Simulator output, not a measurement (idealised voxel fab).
Proc. module: voxel self aligned contacts
Square cell edge 5 nm, section width 300 nm, ID cut.
Reading order for cross-sections: top band down to bottom band. Underlying form: a grid of square cells. Band size: one or more rows of cells.
First you get the band's top height and its bottom height, in nm, and then the materials it's made of, left to right, with each width in nm. If you see a single material with "full width", that one covers the band edge to edge. "blank" is empty space.
Where do heights start? At 0: under that level the wafer as delivered is made of one material only. And the lowest band has no floor; it just carries on downward, as in "top 0, no bottom".
Per-row width for "30->40": begins at first number (top row of band), ends at second number (bottom row), increment between rows held constant.
Where a step carries "nothing altered", the cross-section came out of it unchanged, cell for cell.
Empty spaces without an open route to the top, at least 8 cells in extent, make up the entry "Enclosed empty spaces"; each is given as width x height at distance, where the distance is measured from the left edge, and all are in nm.
Past the settings on a step's line: simulator remark, on that step.
The setting "overlay nm" may be written on the line of a step. When the step uses a mask, the value reports how far to the right of the planned place the mask lay, and a negative value reports that it lay to the left.

PROCESS STEPS - PLAN
1) op RECEIVE | material Si
2) op CONFORMAL_DEP | material SiO2 | thk nm 5
3) op DIRECTIONAL_DEP | material polySi | thk nm 20
4) op DIRECTIONAL_DEP | material SiN | thk nm 15
5) op PATTERN | tone cover | mask id GATE | material resist | width nm 25 | pitch nm 60 | thk nm 15 | overlay nm 0
6) op DIRECTIONAL_ETCH | etch materials SiN | depth nm 15
7) op DIRECTIONAL_ETCH | etch materials polySi | depth nm 20
8) op STRIP | etch materials resist
9) op CONFORMAL_DEP | material SiN | thk nm 5
10) op DIRECTIONAL_ETCH | etch materials SiN | depth nm 5
11) op FILL_DEP | material SiO2 | thk nm 15
12) op CMP | height nm 50
13) op PATTERN | tone open | mask id CONTACT | material resist | width nm 45 | pitch nm 60 | thk nm 15 | overlay nm 0
14) op DIRECTIONAL_ETCH | etch materials SiO2 | depth nm 50
15) op STRIP | etch materials resist
16) op CONFORMAL_DEP | material TiN | thk nm 5
17) op FILL_DEP | material W | thk nm 10
18) op CMP | height nm 50
19) op CONFORMAL_DEP | material SiCN | thk nm 5

SHOWN IN CROSS-SECTION IS THE WAFER AS RECEIVED, THAT IS, AS IT STANDS AFTER STEP 1
* top 0, no bottom  Si full width
* Enclosed empty spaces: none

RUN AS PLANNED - FIRST OF THE TWO WAFERS CROSS-SECTIONED AT THE END OF THE MODULE
* top 55, bottom 50  SiCN full width
* top 50, bottom 40  SiO2 (95) / TiN (5->15) / W (35->15) / TiN (5->15) / SiO2 (15) / TiN (5->15) / W (35->15) / TiN (5->15) / SiO2 (100)
* top 40, bottom 25  SiO2 (70) / SiN (35) / TiN (5) / W (15) / TiN (5) / SiN (35) / TiN (5) / W (15) / TiN (5) / SiN (35) / SiO2 (75)
* top 25, bottom 5  SiO2 (70) / SiN (5) / polySi (25) / SiN (5) / TiN (5) / W (15) / TiN (5) / SiN (5) / polySi (25) / SiN (5) / TiN (5) / W (15) / TiN (5) / SiN (5) / polySi (25) / SiN (5) / SiO2 (75)
* top 5, bottom 0  SiO2 (105) / TiN (25) / SiO2 (35) / TiN (25) / SiO2 (110)
* top 0, no bottom  Si full width
* Enclosed empty spaces: none

THIS IS THE SECOND OF THE TWO WAFERS, CROSS-SECTIONED AT THE END OF THE MODULE; IT STARTED EXACTLY LIKE THE FIRST AND WAS GIVEN THE SAME PLAN, BUT IT WAS RUN WITH ONE MISTAKE
* top 55, bottom 50  SiCN full width
* top 50, bottom 40  SiO2 (95) / TiN (5->15) / SiN (35->15) / TiN (5->15) / SiO2 (15) / TiN (5->15) / SiN (35->15) / TiN (5->15) / SiO2 (100)
* top 40, bottom 25  SiO2 (70) / SiN (35) / TiN (5) / SiN (15) / TiN (5) / SiN (35) / TiN (5) / SiN (15) / TiN (5) / SiN (35) / SiO2 (75)
* top 25, bottom 5  SiO2 (70) / SiN (5) / polySi (25) / SiN (5) / TiN (5) / SiN (15) / TiN (5) / SiN (5) / polySi (25) / SiN (5) / TiN (5) / SiN (15) / TiN (5) / SiN (5) / polySi (25) / SiN (5) / SiO2 (75)
* top 5, bottom 0  SiO2 (105) / TiN (25) / SiO2 (35) / TiN (25) / SiO2 (110)
* top 0, no bottom  Si full width
* Enclosed empty spaces: none
Deviation from plan: step 17 did not use the planned setting and instead ran as op FILL_DEP | material SiN | thk nm 10
Looking at both finished wafers in cells, the second ends up ahead of or behind the first on some materials: SiN: 62 more, W: 62 fewer
